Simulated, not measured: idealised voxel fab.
Process module under the name voxel gate over fins
Pictured: cross-section cut, 225 nm wide, on a grid of 5 nm square cells.
Reading order for cross-sections: top band down to bottom band. Underlying form: a grid of square cells. Band size: one or more rows of cells.
Band: top and bottom heights (nm) first, top before bottom; then materials from left to right, widths in nm. "full width" marks a sole material filling the band edge to edge. "air" denotes empty space.
We count height from 0. Below that, the starting wafer is all one material. The lowest band never ends at the bottom but goes on down; see "from 0 down" for how that is written.
Per-row width for "30 to 40": begins at first number (top row of band), ends at second number (bottom row), increment between rows held constant.
"nothing changed" for a step: no cell of the cross-section changed in that step.
If an empty space has no open way to the top and is at least 8 cells in size, "Enclosed voids" lists it, written width x height at distance, where distance is measured from the left edge and every value is in nm.
Post-settings text on a step line: simulator's own remark regarding the step.
On any step carrying a mask, the "overlay nm" setting, if present on the step's line, tells how far right of its planned place the mask lay; negative values point to the left.
### Planned step list for the process
1,RECEIVE: material Si
2,CONFORMAL_DEP: material SiN, thk nm 10
3,PATTERN: tone cover, mask id FINS, material resist, width nm 15, pitch nm 45, thk nm 15, overlay nm 0
4,DIRECTIONAL_ETCH: etch materials SiN, depth nm 10
5,DIRECTIONAL_ETCH: etch materials Si, depth nm 30
6,STRIP: etch materials resist
7,OXIDIZE: depth nm 5
8,FILL_DEP: material SiO2, thk nm 5
9,CMP: height nm 10
10,SELECTIVE_ETCH: etch materials SiO2, depth nm 25
11,STRIP: etch materials SiN
12,CONFORMAL_DEP: material HfO2, thk nm 5
13,CONFORMAL_DEP: material TiN, thk nm 5
14,CONFORMAL_DEP: material TiAl, thk nm 5
15,CONFORMAL_DEP: material TiN, thk nm 5
16,FILL_DEP: material W, thk nm 10
17,CMP: height nm 25
18,CONFORMAL_DEP: material SiCN, thk nm 5
### Wafer at receipt (post step 1), cross-section
* from 0 down | Si full width
* Enclosed voids: none
### Cross-section: first of two wafers, module finished, run according to plan
* from 30 to 25 | SiCN full width
* from 25 to 20 | W full width
* from 20 to 15 | W: 65, TiN: 90, W: 70
* from 15 to 10 | W: 65, TiN: 5, TiAl: 35, TiN: 10, TiAl: 35, TiN: 5, W: 70
* from 10 to 5 | W: 65, TiN: 5, TiAl: 5, TiN: 25, TiAl: 5, TiN: 10, TiAl: 5, TiN: 25, TiAl: 5, TiN: 5, W: 70
* from 5 to 0 | TiN: 70, TiAl: 5, TiN: 5, HfO2: 15, TiN: 5, TiAl: 5, TiN: 10, TiAl: 5, TiN: 5, HfO2: 15, TiN: 5, TiAl: 5, TiN: 75
* from 0 to -5 | TiAl: 75, TiN: 5, HfO2: 5, Si: 5, HfO2: 5, TiN: 5, TiAl: 20, TiN: 5, HfO2: 5, Si: 5, HfO2: 5, TiN: 5, TiAl: 80
* from -5 to -10 | TiN: 80, HfO2: 5, Si: 5, HfO2: 5, TiN: 30, HfO2: 5, Si: 5, HfO2: 5, TiN: 85
* from -10 to -15 | HfO2: 85, Si: 5, HfO2: 40, Si: 5, HfO2: 90
* from -15 to -35 | SiO2: 85, Si: 5, SiO2: 40, Si: 5, SiO2: 90
* from -35 down | Si full width
* Enclosed voids: none
### Module end: cross-section of wafer two of two. Same start and process plan as the first wafer. One mistake during execution
* from 30 to 25 | SiCN full width
* from 25 to 20 | W full width
* from 20 to 15 | W: 65, TiN: 90, W: 70
* from 15 to 5 | W: 65, TiN: 5, TiAl: 35, TiN: 10, TiAl: 35, TiN: 5, W: 70
* from 5 to 0 | TiN: 70, TiAl: 10, HfO2: 15, TiAl: 10, TiN: 10, TiAl: 10, HfO2: 15, TiAl: 10, TiN: 75
* from 0 to -10 | TiAl: 80, HfO2: 5, Si: 5, HfO2: 5, TiAl: 30, HfO2: 5, Si: 5, HfO2: 5, TiAl: 85
* from -10 to -15 | HfO2: 85, Si: 5, HfO2: 40, Si: 5, HfO2: 90
* from -15 to -35 | SiO2: 85, Si: 5, SiO2: 40, Si: 5, SiO2: 90
* from -35 down | Si full width
* Enclosed voids: none
So what did we get wrong on this run? the process deviated at step 13: the operation and settings actually run there were CONFORMAL_DEP: material TiAl, thk nm 5
Bottom line after processing is that, in cells, the second wafer is up or down on some materials versus the first: TiAl: 57 more, TiN: 57 fewer
